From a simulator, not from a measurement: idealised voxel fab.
Process module name: voxel ribs on slabs
Shown is cross-section cut, with a width of 270 nm and square cells of size 5 nm.
Cross-section = grid of square cells, listed top down in bands; band = one or more rows. Read a band's entry like this: the first values are the height of its top and the height of its bottom in nm, and what follows is the sequence of materials from left to right, each with its width in nm. Note that "air" is empty space, and that a single material marked "edge to edge" reaches across the band from edge to edge. Heights are measured from 0, the level below which the as-received wafer is all one material; the lowest band has no bottom and continues downward, written as in "0 nm and below". So if you see something like "30->40" for the width, read it as the top row of the band sitting at the first number and the bottom row at the second, with every row in between moving by the same amount as the last. What does "no change" mean for a step? It means no cell of the cross-section changed in that step. The label "Entrapped voids" introduces a list of the empty spaces, 8 cells or larger, that have no open way up to the top; each entry in it reads width x height at distance, where the distance is taken from the left edge and all three are stated in nm. Note: text after step settings on the step line = simulator remark on that step. overlay nm: how far to the right of its planned place the mask lay on this masked step (negative: to the left). The remainder of this document consists of a sequence of paired cross-sections. Each pair presents the cross-section prior to one process step together with the cross-section following it, the latter being rendered only as deep as the lowest band that underwent change. The intervening step, together with its settings, is stated beneath each pair. Because the pairs may originate from different runs of this module on the same starting wafer, a given pair is to be read as continuing from the preceding pair only where its entry headed "Geometry before processing" so indicates.
## Geometry before processing
* 0 nm and below: Si edge to edge
* Entrapped voids: none
## Resultant Cross-Section
* 25 nm to 0 nm: SiO2 edge to edge
* Nothing below the height 0 has changed.
* Entrapped voids: none
Formally, the process step situated between the two cross-sections above is DIRECTIONAL_DEP, material SiO2, thk nm 25
Geometry before processing: same picture as after in the pair right above, so we don't repeat it.
## Resultant Cross-Section
* 45 nm to 25 nm: SiN edge to edge
* Nothing below the height 25 has changed.
* Entrapped voids: none
Formally, the process step situated between the two cross-sections above is DIRECTIONAL_DEP, material SiN, thk nm 20
Geometry before processing: same picture as after in the pair right above, so we don't repeat it.
## Resultant Cross-Section
* 60 nm to 45 nm: aC edge to edge
* Nothing below the height 45 has changed.
* Entrapped voids: none
Formally, the process step situated between the two cross-sections above is DIRECTIONAL_DEP, material aC, thk nm 15
Geometry before processing: same picture as after in the pair right above, so we don't repeat it.
## Resultant Cross-Section
* 95 nm to 60 nm: air=125 | resist=15 | air=130
* Nothing below the height 60 has changed.
* Entrapped voids: none
Formally, the process step situated between the two cross-sections above is PATTERN, tone cover, mask id RIB, material resist, width nm 15, thk nm 35, overlay nm 0
Geometry before processing: same picture as after in the pair right above, so we don't repeat it.
## Resultant Cross-Section
* 80 nm to 60 nm: air=125 | resist=15 | air=130
* 60 nm to 45 nm: air=125 | aC=15 | air=130
* Nothing below the height 45 has changed.
* Entrapped voids: none
Formally, the process step situated between the two cross-sections above is DIRECTIONAL_ETCH, etch materials aC, depth nm 15
Geometry before processing: same picture as after in the pair right above, so we don't repeat it.
## Resultant Cross-Section
* 60 nm to 45 nm: air=125 | aC=15 | air=130
* Nothing below the height 45 has changed.
* Entrapped voids: none
Formally, the process step situated between the two cross-sections above is STRIP, etch materials resist
Geometry before processing: same picture as after in the pair right above, so we don't repeat it.
## Resultant Cross-Section
* 60 nm to 45 nm: air=125 | aC=15 | air=130
* 45 nm to 40 nm: air=125 | SiN=15 | air=130
* Nothing below the height 40 has changed.
* Entrapped voids: none
Formally, the process step situated between the two cross-sections above is DIRECTIONAL_ETCH, etch materials SiN, depth nm 5
Geometry before processing: same picture as after in the pair right above, so we don't repeat it.
## Resultant Cross-Section
* 45 nm to 40 nm: air=125 | SiN=15 | air=130
* Nothing below the height 40 has changed.
* Entrapped voids: none
Formally, the process step situated between the two cross-sections above is STRIP, etch materials aC
Geometry before processing: same picture as after in the pair right above, so we don't repeat it.
## Resultant Cross-Section
* 45 nm to 40 nm: air=125 | SiN=15 | air=130
* 40 nm to 25 nm: air=105 | SiN=55 | air=110
* Nothing below the height 25 has changed.
* Entrapped voids: none
Formally, the process step situated between the two cross-sections above is MASKED_ETCH, tone cover, mask id SLAB, width nm 55, etch materials SiN, depth nm 15, overlay nm 0
Geometry before processing: same picture as after in the pair right above, so we don't repeat it.
## Resultant Cross-Section
* 60 nm to 45 nm: SiO2 edge to edge
* 45 nm to 40 nm: SiO2=125 | SiN=15 | SiO2=130
* 40 nm to 25 nm: SiO2=105 | SiN=55 | SiO2=110
* Nothing below the height 25 has changed.
* Entrapped voids: none
Formally, the process step situated between the two cross-sections above is FILL_DEP, material SiO2, thk nm 15
Geometry before processing: same picture as after in the pair right above, so we don't repeat it.
## Resultant Cross-Section
* 55 nm to 45 nm: SiO2 edge to edge
* Nothing below the height 45 has changed.
* Entrapped voids: none
Formally, the process step situated between the two cross-sections above is CMP, height nm 55
Geometry before processing: same picture as after in the pair right above, so we don't repeat it.
## Resultant Cross-Section
* 65 nm to 55 nm: W edge to edge
* Nothing below the height 55 has changed.
* Entrapped voids: none
Formally, the process step situated between the two cross-sections above is DIRECTIONAL_DEP, material W, thk nm 10
Geometry before processing: same picture as after in the pair right above, so we don't repeat it.
## Resultant Cross-Section
* 80 nm to 65 nm: air=120 | resist=25 | air=125
* Nothing below the height 65 has changed.
* Entrapped voids: none
Formally, the process step situated between the two cross-sections above is PATTERN, tone cover, mask id HEATER, material resist, width nm 25, thk nm 15, overlay nm 0
Geometry before processing: same picture as after in the pair right above, so we don't repeat it.
## Resultant Cross-Section
* 80 nm to 65 nm: air=120 | resist=25 | air=125
* 65 nm to 55 nm: air=120 | W=25 | air=125
* Nothing below the height 55 has changed.
* Entrapped voids: none
Formally, the process step situated between the two cross-sections above is DIRECTIONAL_ETCH, etch materials W, depth nm 10
Geometry before processing: same picture as after in the pair right above, so we don't repeat it.
## Resultant Cross-Section
* 65 nm to 55 nm: air=120 | W=25 | air=125
* Nothing below the height 55 has changed.
* Entrapped voids: none
Formally, the process step situated between the two cross-sections above is STRIP, etch materials resist
Geometry before processing: same picture as after in the pair right above, so we don't repeat it.
## Resultant Cross-Section
* 70 nm to 65 nm: air=115 | SiN=35 | air=120
* 65 nm to 60 nm: air=115 | SiN=5 | W=25 | SiN=5 | air=120
* 60 nm to 55 nm: SiN=120 | W=25 | SiN=125
* Nothing below the height 55 has changed.
* Entrapped voids: none
Formally, the process step situated between the two cross-sections above is CONFORMAL_DEP, material SiN, thk nm 5
## Geometry before processing
* 25 nm to 0 nm: SiO2 edge to edge
* 0 nm and below: Si edge to edge
* Entrapped voids: none
## Resultant Cross-Section
* 50 nm to 0 nm: SiO2 edge to edge
* Nothing below the height 0 has changed.
* Entrapped voids: none
Formally, the process step situated between the two cross-sections above is DIRECTIONAL_DEP, material SiO2, thk nm 25
Geometry before processing: same picture as after in the pair right above, so we don't repeat it.
## Resultant Cross-Section
* 70 nm to 50 nm: SiN edge to edge
* Nothing below the height 50 has changed.
* Entrapped voids: none
Formally, the process step situated between the two cross-sections above is DIRECTIONAL_DEP, material SiN, thk nm 20
Geometry before processing: same picture as after in the pair right above, so we don't repeat it.
## Resultant Cross-Section
* 85 nm to 70 nm: aC edge to edge
* Nothing below the height 70 has changed.
* Entrapped voids: none
Formally, the process step situated between the two cross-sections above is DIRECTIONAL_DEP, material aC, thk nm 15
Geometry before processing: same picture as after in the pair right above, so we don't repeat it.
## Resultant Cross-Section
* 120 nm to 85 nm: air=125 | resist=15 | air=130
* Nothing below the height 85 has changed.
* Entrapped voids: none
Formally, the process step situated between the two cross-sections above is PATTERN, tone cover, mask id RIB, material resist, width nm 15, thk nm 35, overlay nm 0
Geometry before processing: same picture as after in the pair right above, so we don't repeat it.
## Resultant Cross-Section
* 105 nm to 85 nm: air=125 | resist=15 | air=130
* 85 nm to 70 nm: air=125 | aC=15 | air=130
* Nothing below the height 70 has changed.
* Entrapped voids: none
Formally, the process step situated between the two cross-sections above is DIRECTIONAL_ETCH, etch materials aC, depth nm 15
Geometry before processing: same picture as after in the pair right above, so we don't repeat it.
## Resultant Cross-Section
* 85 nm to 70 nm: air=125 | aC=15 | air=130
* Nothing below the height 70 has changed.
* Entrapped voids: none
Formally, the process step situated between the two cross-sections above is STRIP, etch materials resist
Geometry before processing: same picture as after in the pair right above, so we don't repeat it.
## Resultant Cross-Section
* 85 nm to 70 nm: air=125 | aC=15 | air=130
* 70 nm to 65 nm: air=125 | SiN=15 | air=130
* Nothing below the height 65 has changed.
* Entrapped voids: none
Formally, the process step situated between the two cross-sections above is DIRECTIONAL_ETCH, etch materials SiN, depth nm 5
Geometry before processing: same picture as after in the pair right above, so we don't repeat it.
## Resultant Cross-Section
* 70 nm to 65 nm: air=125 | SiN=15 | air=130
* Nothing below the height 65 has changed.
* Entrapped voids: none
Formally, the process step situated between the two cross-sections above is STRIP, etch materials aC
Geometry before processing: same picture as after in the pair right above, so we don't repeat it.
## Resultant Cross-Section
* 70 nm to 65 nm: air=125 | SiN=15 | air=130
* 65 nm to 50 nm: air=105 | SiN=55 | air=110
* Nothing below the height 50 has changed.
* Entrapped voids: none
Formally, the process step situated between the two cross-sections above is MASKED_ETCH, tone cover, mask id SLAB, width nm 55, etch materials SiN, depth nm 15, overlay nm 0
Geometry before processing: same picture as after in the pair right above, so we don't repeat it.
## Resultant Cross-Section
* 85 nm to 70 nm: SiO2 edge to edge
* 70 nm to 65 nm: SiO2=125 | SiN=15 | SiO2=130
* 65 nm to 50 nm: SiO2=105 | SiN=55 | SiO2=110
* Nothing below the height 50 has changed.
* Entrapped voids: none
Formally, the process step situated between the two cross-sections above is FILL_DEP, material SiO2, thk nm 15
Geometry before processing: same picture as after in the pair right above, so we don't repeat it.
## Resultant Cross-Section
* 55 nm to 50 nm: SiO2=105 | SiN=55 | SiO2=110
* Nothing below the height 50 has changed.
* Entrapped voids: none
Formally, the process step situated between the two cross-sections above is CMP, height nm 55
Geometry before processing: same picture as after in the pair right above, so we don't repeat it.
## Resultant Cross-Section
* 65 nm to 55 nm: W edge to edge
* Nothing below the height 55 has changed.
* Entrapped voids: none
Formally, the process step situated between the two cross-sections above is DIRECTIONAL_DEP, material W, thk nm 10
Geometry before processing: same picture as after in the pair right above, so we don't repeat it.
## Resultant Cross-Section
* 80 nm to 65 nm: air=120 | resist=25 | air=125
* Nothing below the height 65 has changed.
* Entrapped voids: none
Formally, the process step situated between the two cross-sections above is PATTERN, tone cover, mask id HEATER, material resist, width nm 25, thk nm 15, overlay nm 0
Geometry before processing: same picture as after in the pair right above, so we don't repeat it.
## Resultant Cross-Section
* 80 nm to 65 nm: air=120 | resist=25 | air=125
* 65 nm to 55 nm: air=120 | W=25 | air=125
* Nothing below the height 55 has changed.
* Entrapped voids: none
Formally, the process step situated between the two cross-sections above is DIRECTIONAL_ETCH, etch materials W, depth nm 10
Geometry before processing: same picture as after in the pair right above, so we don't repeat it.
## Resultant Cross-Section
* 65 nm to 55 nm: air=120 | W=25 | air=125
* Nothing below the height 55 has changed.
* Entrapped voids: none
Formally, the process step situated between the two cross-sections above is STRIP, etch materials resist
Geometry before processing: same picture as after in the pair right above, so we don't repeat it.
## Resultant Cross-Section
* 70 nm to 65 nm: air=115 | SiN=35 | air=120
* 65 nm to 60 nm: air=115 | SiN=5 | W=25 | SiN=5 | air=120
* 60 nm to 55 nm: SiN=120 | W=25 | SiN=125
* Nothing below the height 55 has changed.
* Entrapped voids: none
Formally, the process step situated between the two cross-sections above is CONFORMAL_DEP, material SiN, thk nm 5
## Geometry before processing
* 25 nm to 0 nm: SiO2 edge to edge
* 0 nm and below: Si edge to edge
* Entrapped voids: none
## Resultant Cross-Section
* 40 nm to 25 nm: aC edge to edge
* Nothing below the height 25 has changed.
* Entrapped voids: none
Formally, the process step situated between the two cross-sections above is DIRECTIONAL_DEP, material aC, thk nm 15
Geometry before processing: same picture as after in the pair right above, so we don't repeat it.
## Resultant Cross-Section
* 60 nm to 40 nm: SiN edge to edge
* Nothing below the height 40 has changed.
* Entrapped voids: none
Formally, the process step situated between the two cross-sections above is DIRECTIONAL_DEP, material SiN, thk nm 20
Geometry before processing: same picture as after in the pair right above, so we don't repeat it.
## Resultant Cross-Section
* 95 nm to 60 nm: air=125 | resist=15 | air=130
* Nothing below the height 60 has changed.
* Entrapped voids: none
Formally, the process step situated between the two cross-sections above is PATTERN, tone cover, mask id RIB, material resist, width nm 15, thk nm 35, overlay nm 0
Geometry before processing: same picture as after in the pair right above, so we don't repeat it.
## Resultant Cross-Section
* 80 nm to 60 nm: air=125 | resist=15 | air=130
* Nothing below the height 60 has changed.
* Entrapped voids: none
Formally, the process step situated between the two cross-sections above is DIRECTIONAL_ETCH, etch materials aC, depth nm 15
Geometry before processing: same picture as after in the pair right above, so we don't repeat it.
## Resultant Cross-Section
* 60 nm to 40 nm: SiN edge to edge
* Nothing below the height 40 has changed.
* Entrapped voids: none
Formally, the process step situated between the two cross-sections above is STRIP, etch materials resist
Geometry before processing: same picture as after in the pair right above, so we don't repeat it.
## Resultant Cross-Section
* 55 nm to 40 nm: SiN edge to edge
* Nothing below the height 40 has changed.
* Entrapped voids: none
Formally, the process step situated between the two cross-sections above is DIRECTIONAL_ETCH, etch materials SiN, depth nm 5
Geometry before processing: same picture as after in the pair right above, so we don't repeat it.
## Resultant Cross-Section
* 55 nm to 40 nm: air=105 | SiN=55 | air=110
* Nothing below the height 40 has changed.
* Entrapped voids: none
Formally, the process step situated between the two cross-sections above is MASKED_ETCH, tone cover, mask id SLAB, width nm 55, etch materials SiN, depth nm 15, overlay nm 0
Geometry before processing: same picture as after in the pair right above, so we don't repeat it.
## Resultant Cross-Section
* 70 nm to 55 nm: SiO2 edge to edge
* 55 nm to 40 nm: SiO2=105 | SiN=55 | SiO2=110
* Nothing below the height 40 has changed.
* Entrapped voids: none
Formally, the process step situated between the two cross-sections above is FILL_DEP, material SiO2, thk nm 15
Geometry before processing: same picture as after in the pair right above, so we don't repeat it.
## Resultant Cross-Section
* 55 nm to 40 nm: SiO2=105 | SiN=55 | SiO2=110
* Nothing below the height 40 has changed.
* Entrapped voids: none
Formally, the process step situated between the two cross-sections above is CMP, height nm 55
Geometry before processing: same picture as after in the pair right above, so we don't repeat it.
## Resultant Cross-Section
* 65 nm to 55 nm: W edge to edge
* Nothing below the height 55 has changed.
* Entrapped voids: none
Formally, the process step situated between the two cross-sections above is DIRECTIONAL_DEP, material W, thk nm 10
Geometry before processing: same picture as after in the pair right above, so we don't repeat it.
## Resultant Cross-Section
* 80 nm to 65 nm: air=120 | resist=25 | air=125
* Nothing below the height 65 has changed.
* Entrapped voids: none
Formally, the process step situated between the two cross-sections above is PATTERN, tone cover, mask id HEATER, material resist, width nm 25, thk nm 15, overlay nm 0
Geometry before processing: same picture as after in the pair right above, so we don't repeat it.
## Resultant Cross-Section
* 80 nm to 65 nm: air=120 | resist=25 | air=125
* 65 nm to 55 nm: air=120 | W=25 | air=125
* Nothing below the height 55 has changed.
* Entrapped voids: none
Formally, the process step situated between the two cross-sections above is DIRECTIONAL_ETCH, etch materials W, depth nm 10
Geometry before processing: same picture as after in the pair right above, so we don't repeat it.
## Resultant Cross-Section
* 65 nm to 55 nm: air=120 | W=25 | air=125
* Nothing below the height 55 has changed.
* Entrapped voids: none
Formally, the process step situated between the two cross-sections above is STRIP, etch materials resist
Geometry before processing: same picture as after in the pair right above, so we don't repeat it.
## Resultant Cross-Section
* 70 nm to 65 nm: air=115 | SiN=35 | air=120
* 65 nm to 60 nm: air=115 | SiN=5 | W=25 | SiN=5 | air=120
* 60 nm to 55 nm: SiN=120 | W=25 | SiN=125
* Nothing below the height 55 has changed.
* Entrapped voids: none
Formally, the process step situated between the two cross-sections above is CONFORMAL_DEP, material SiN, thk nm 5
## Geometry before processing
* 65 nm to 55 nm: air=120 | W=25 | air=125
* 55 nm to 45 nm: SiO2 edge to edge
* 45 nm to 40 nm: SiO2=125 | SiN=15 | SiO2=130
* 40 nm to 25 nm: SiO2=105 | SiN=55 | SiO2=110
* 25 nm to 0 nm: SiO2 edge to edge
* 0 nm and below: Si edge to edge
* Entrapped voids: none
## Resultant Cross-Section
* 80 nm to 70 nm: air=105 | SiN=55 | air=110
* 70 nm to 65 nm: SiN edge to edge
* 65 nm to 55 nm: SiN=120 | W=25 | SiN=125
* Nothing below the height 55 has changed.
* Entrapped voids: none
Formally, the process step situated between the two cross-sections above is CONFORMAL_DEP, material SiN, thk nm 15
## Geometry before processing
* 60 nm to 45 nm: aC edge to edge
* 45 nm to 25 nm: SiN edge to edge
* 25 nm to 0 nm: SiO2 edge to edge
* 0 nm and below: Si edge to edge
* Entrapped voids: none
## Resultant Cross-Section
* 95 nm to 60 nm: air=125 | resist=20 | air=125
* Nothing below the height 60 has changed.
* Entrapped voids: none
Formally, the process step situated between the two cross-sections above is PATTERN, tone cover, mask id RIB, material resist, width nm 20, thk nm 35, overlay nm 0
Geometry before processing: same picture as after in the pair right above, so we don't repeat it.
## Resultant Cross-Section
* 80 nm to 60 nm: air=125 | resist=20 | air=125
* 60 nm to 45 nm: air=125 | aC=20 | air=125
* Nothing below the height 45 has changed.
* Entrapped voids: none
Formally, the process step situated between the two cross-sections above is DIRECTIONAL_ETCH, etch materials aC, depth nm 15
Geometry before processing: same picture as after in the pair right above, so we don't repeat it.
## Resultant Cross-Section
* 60 nm to 45 nm: air=125 | aC=20 | air=125
* Nothing below the height 45 has changed.
* Entrapped voids: none
Formally, the process step situated between the two cross-sections above is STRIP, etch materials resist
Geometry before processing: same picture as after in the pair right above, so we don't repeat it.
## Resultant Cross-Section
* 60 nm to 45 nm: air=125 | aC=20 | air=125
* 45 nm to 40 nm: air=125 | SiN=20 | air=125
* Nothing below the height 40 has changed.
* Entrapped voids: none
Formally, the process step situated between the two cross-sections above is DIRECTIONAL_ETCH, etch materials SiN, depth nm 5
Geometry before processing: same picture as after in the pair right above, so we don't repeat it.
## Resultant Cross-Section
* 45 nm to 40 nm: air=125 | SiN=20 | air=125
* Nothing below the height 40 has changed.
* Entrapped voids: none
Formally, the process step situated between the two cross-sections above is STRIP, etch materials aC
Geometry before processing: same picture as after in the pair right above, so we don't repeat it.
## Resultant Cross-Section
* 45 nm to 40 nm: air=125 | SiN=20 | air=125
* 40 nm to 25 nm: air=105 | SiN=55 | air=110
* Nothing below the height 25 has changed.
* Entrapped voids: none
Formally, the process step situated between the two cross-sections above is MASKED_ETCH, tone cover, mask id SLAB, width nm 55, etch materials SiN, depth nm 15, overlay nm 0
Geometry before processing: same picture as after in the pair right above, so we don't repeat it.
## Resultant Cross-Section
* 60 nm to 45 nm: SiO2 edge to edge
* 45 nm to 40 nm: SiO2=125 | SiN=20 | SiO2=125
* 40 nm to 25 nm: SiO2=105 | SiN=55 | SiO2=110
* Nothing below the height 25 has changed.
* Entrapped voids: none
Formally, the process step situated between the two cross-sections above is FILL_DEP, material SiO2, thk nm 15
Geometry before processing: same picture as after in the pair right above, so we don't repeat it.
## Resultant Cross-Section
* 55 nm to 45 nm: SiO2 edge to edge
* Nothing below the height 45 has changed.
* Entrapped voids: none
Formally, the process step situated between the two cross-sections above is CMP, height nm 55
Geometry before processing: same picture as after in the pair right above, so we don't repeat it.
## Resultant Cross-Section
* 65 nm to 55 nm: W edge to edge
* Nothing below the height 55 has changed.
* Entrapped voids: none
Formally, the process step situated between the two cross-sections above is DIRECTIONAL_DEP, material W, thk nm 10
Geometry before processing: same picture as after in the pair right above, so we don't repeat it.
## Resultant Cross-Section
* 80 nm to 65 nm: air=120 | resist=25 | air=125
* Nothing below the height 65 has changed.
* Entrapped voids: none
Formally, the process step situated between the two cross-sections above is PATTERN, tone cover, mask id HEATER, material resist, width nm 25, thk nm 15, overlay nm 0
Geometry before processing: same picture as after in the pair right above, so we don't repeat it.
## Resultant Cross-Section
* 80 nm to 65 nm: air=120 | resist=25 | air=125
* 65 nm to 55 nm: air=120 | W=25 | air=125
* Nothing below the height 55 has changed.
* Entrapped voids: none
Formally, the process step situated between the two cross-sections above is DIRECTIONAL_ETCH, etch materials W, depth nm 10
Geometry before processing: same picture as after in the pair right above, so we don't repeat it.
## Resultant Cross-Section
* 65 nm to 55 nm: air=120 | W=25 | air=125
* Nothing below the height 55 has changed.
* Entrapped voids: none
Formally, the process step situated between the two cross-sections above is STRIP, etch materials resist
Geometry before processing: same picture as after in the pair right above, so we don't repeat it.
## Resultant Cross-Section
* 70 nm to 65 nm: air=115 | SiN=35 | air=120
* 65 nm to 60 nm: air=115 | SiN=5 | W=25 | SiN=5 | air=120
* 60 nm to 55 nm: SiN=120 | W=25 | SiN=125
* Nothing below the height 55 has changed.
* Entrapped voids: none
Formally, the process step situated between the two cross-sections above is CONFORMAL_DEP, material SiN, thk nm 5
## Geometry before processing
* 65 nm to 55 nm: W edge to edge
* 55 nm to 45 nm: SiO2 edge to edge
* 45 nm to 40 nm: SiO2=125 | SiN=15 | SiO2=130
* 40 nm to 25 nm: SiO2=105 | SiN=55 | SiO2=110
* 25 nm to 0 nm: SiO2 edge to edge
* 0 nm and below: Si edge to edge
* Entrapped voids: none
## Resultant Cross-Section
* 80 nm to 65 nm: air=110 | resist=25 | air=135
* Nothing below the height 65 has changed.
* Entrapped voids: none
Formally, the process step situated between the two cross-sections above is PATTERN, tone cover, mask id HEATER, material resist, width nm 25, thk nm 15, overlay nm -10
Geometry before processing: same picture as after in the pair right above, so we don't repeat it.
## Resultant Cross-Section
* 80 nm to 65 nm: air=110 | resist=25 | air=135
* 65 nm to 55 nm: air=110 | W=25 | air=135
* Nothing below the height 55 has changed.
* Entrapped voids: none
Formally, the process step situated between the two cross-sections above is DIRECTIONAL_ETCH, etch materials W, depth nm 10
Geometry before processing: same picture as after in the pair right above, so we don't repeat it.
## Resultant Cross-Section
* 65 nm to 55 nm: air=110 | W=25 | air=135
* Nothing below the height 55 has changed.
* Entrapped voids: none
Formally, the process step situated between the two cross-sections above is STRIP, etch materials resist
Geometry before processing: same picture as after in the pair right above, so we don't repeat it.
## Resultant Cross-Section
* 70 nm to 65 nm: air=105 | SiN=35 | air=130
* 65 nm to 60 nm: air=105 | SiN=5 | W=25 | SiN=5 | air=130
* 60 nm to 55 nm: SiN=110 | W=25 | SiN=135
* Nothing below the height 55 has changed.
* Entrapped voids: none
Formally, the process step situated between the two cross-sections above is CONFORMAL_DEP, material SiN, thk nm 5
## Geometry before processing
* 45 nm to 40 nm: air=125 | SiN=15 | air=130
* 40 nm to 25 nm: air=105 | SiN=55 | air=110
* 25 nm to 0 nm: SiO2 edge to edge
* 0 nm and below: Si edge to edge
* Entrapped voids: none
## Resultant Cross-Section
* 60 nm to 45 nm: W edge to edge
* 45 nm to 40 nm: W=125 | SiN=15 | W=130
* 40 nm to 25 nm: W=105 | SiN=55 | W=110
* Nothing below the height 25 has changed.
* Entrapped voids: none
Formally, the process step situated between the two cross-sections above is FILL_DEP, material W, thk nm 15
Geometry before processing: same picture as after in the pair right above, so we don't repeat it.
## Resultant Cross-Section
* 55 nm to 45 nm: W edge to edge
* Nothing below the height 45 has changed.
* Entrapped voids: none
Formally, the process step situated between the two cross-sections above is CMP, height nm 55
Geometry before processing: same picture as after in the pair right above, so we don't repeat it.
## Resultant Cross-Section
* 65 nm to 45 nm: W edge to edge
* Nothing below the height 45 has changed.
* Entrapped voids: none
Formally, the process step situated between the two cross-sections above is DIRECTIONAL_DEP, material W, thk nm 10
Geometry before processing: same picture as after in the pair right above, so we don't repeat it.
## Resultant Cross-Section
* 80 nm to 65 nm: air=120 | resist=25 | air=125
* Nothing below the height 65 has changed.
* Entrapped voids: none
Formally, the process step situated between the two cross-sections above is PATTERN, tone cover, mask id HEATER, material resist, width nm 25, thk nm 15, overlay nm 0
Geometry before processing: same picture as after in the pair right above, so we don't repeat it.
## Resultant Cross-Section
* 80 nm to 65 nm: air=120 | resist=25 | air=125
* 65 nm to 55 nm: air=120 | W=25 | air=125
* Nothing below the height 55 has changed.
* Entrapped voids: none
Formally, the process step situated between the two cross-sections above is DIRECTIONAL_ETCH, etch materials W, depth nm 10
Geometry before processing: same picture as after in the pair right above, so we don't repeat it.
## Resultant Cross-Section
* 65 nm to 55 nm: air=120 | W=25 | air=125
* Nothing below the height 55 has changed.
* Entrapped voids: none
Formally, the process step situated between the two cross-sections above is STRIP, etch materials resist
Geometry before processing: same picture as after in the pair right above, so we don't repeat it.
## Resultant Cross-Section
* 70 nm to 65 nm: air=115 | SiN=35 | air=120
* 65 nm to 60 nm: air=115 | SiN=5 | W=25 | SiN=5 | air=120
* 60 nm to 55 nm: SiN=120 | W=25 | SiN=125
* Nothing below the height 55 has changed.
* Entrapped voids: none
Formally, the process step situated between the two cross-sections above is CONFORMAL_DEP, material SiN, thk nm 5
## Geometry before processing
* 65 nm to 55 nm: W edge to edge
* 55 nm to 45 nm: SiO2 edge to edge
* 45 nm to 40 nm: SiO2=125 | SiN=15 | SiO2=130
* 40 nm to 25 nm: SiO2=105 | SiN=55 | SiO2=110
* 25 nm to 0 nm: SiO2 edge to edge
* 0 nm and below: Si edge to edge
* Entrapped voids: none
## Resultant Cross-Section
* 80 nm to 65 nm: resist=120 | air=25 | resist=125
* Nothing below the height 65 has changed.
* Entrapped voids: none
Formally, the process step situated between the two cross-sections above is PATTERN, tone open, mask id HEATER, material resist, width nm 25, thk nm 15, overlay nm 0
Geometry before processing: same picture as after in the pair right above, so we don't repeat it.
## Resultant Cross-Section
* 80 nm to 65 nm: resist=120 | air=25 | resist=125
* 65 nm to 55 nm: W=120 | air=25 | W=125
* Nothing below the height 55 has changed.
* Entrapped voids: none
Formally, the process step situated between the two cross-sections above is DIRECTIONAL_ETCH, etch materials W, depth nm 10
Geometry before processing: same picture as after in the pair right above, so we don't repeat it.
## Resultant Cross-Section
* 65 nm to 55 nm: W=120 | air=25 | W=125
* Nothing below the height 55 has changed.
* Entrapped voids: none
Formally, the process step situated between the two cross-sections above is STRIP, etch materials resist
Geometry before processing: same picture as after in the pair right above, so we don't repeat it.
## Resultant Cross-Section
* 70 nm to 65 nm: SiN=125 | air=15 | SiN=130
* 65 nm to 60 nm: W=120 | SiN=5 | air=15 | SiN=5 | W=125
* 60 nm to 55 nm: W=120 | SiN=25 | W=125
* Nothing below the height 55 has changed.
* Entrapped voids: none
Formally, the process step situated between the two cross-sections above is CONFORMAL_DEP, material SiN, thk nm 5
